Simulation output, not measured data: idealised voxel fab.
process module | voxel air gaps
cross-section cut | 210 nm wide | cells 5 nm
A cross-section is a grid of square cells, given in bands from the top down. A band is one or more rows of cells.
Each band's line starts with the height of the band's top and of its bottom, in nm. Then come its materials from left to right, each with its width in nm. One material with "throughout" fills the band from edge to edge. "air" is empty space.
Height 0 is the level under which the wafer as received is all one material. The lowest band goes on downwards, as in "0 down".
A width such as "30 to 40" changes by the same amount from each row of cells to the next, from the band's top row to its bottom row.
"no change" after a step means that no cell of the cross-section changed.
closed voids: empty space of 8 cells or more with no open way to the top, each as width x height at its distance from the left edge, in nm
after a step's settings: what the simulator itself notes on the step
overlay nm, on a step with a mask: how far to the right of its planned place the mask lay; to the left if negative
plan
1 op RECEIVE | material Si
2 op CONFORMAL_DEP | material SiO2 | thk nm 15
3 op CONFORMAL_DEP | material SiCN | thk nm 5
4 op DIRECTIONAL_DEP | material lowk | thk nm 40
5 op PATTERN | tone open | mask id LINES | material resist | width nm 20 | pitch nm 45 | thk nm 20 | overlay nm 0
6 op DIRECTIONAL_ETCH | etch materials lowk | depth nm 40
7 op STRIP | etch materials resist
8 op CONFORMAL_DEP | material TiN | thk nm 5
9 op FILL_DEP | material W | thk nm 10
10 op CMP | height nm 60
11 op EPI | material Ru | thk nm 10
12 op SELECTIVE_ETCH | etch materials lowk | depth nm 50
13 op CONFORMAL_DEP | material SiCN | thk nm 5
as received, after step 1
  0 down: Si throughout
  closed voids: none
a wafer at the end: this start, this plan, one mistake
  75 to 70: SiCN throughout
  70 to 60: Ru throughout
  60 to 25: W 45 | TiN 5 | lowk 20 | TiN 5 | W 15 | TiN 5 | lowk 20 | TiN 5 | W 15 | TiN 5 | lowk 20 | TiN 5 | W 45
  25 to 20: TiN 50 | lowk 20 | TiN 25 | lowk 20 | TiN 25 | lowk 20 | TiN 50
  20 to 15: SiCN throughout
  15 to 0: SiO2 throughout
  0 down: Si throughout
  closed voids: none
what went wrong: step 5 ran as: op PATTERN | tone cover | mask id LINES | material resist | width nm 20 | pitch nm 45 | thk nm 20 | overlay nm 0
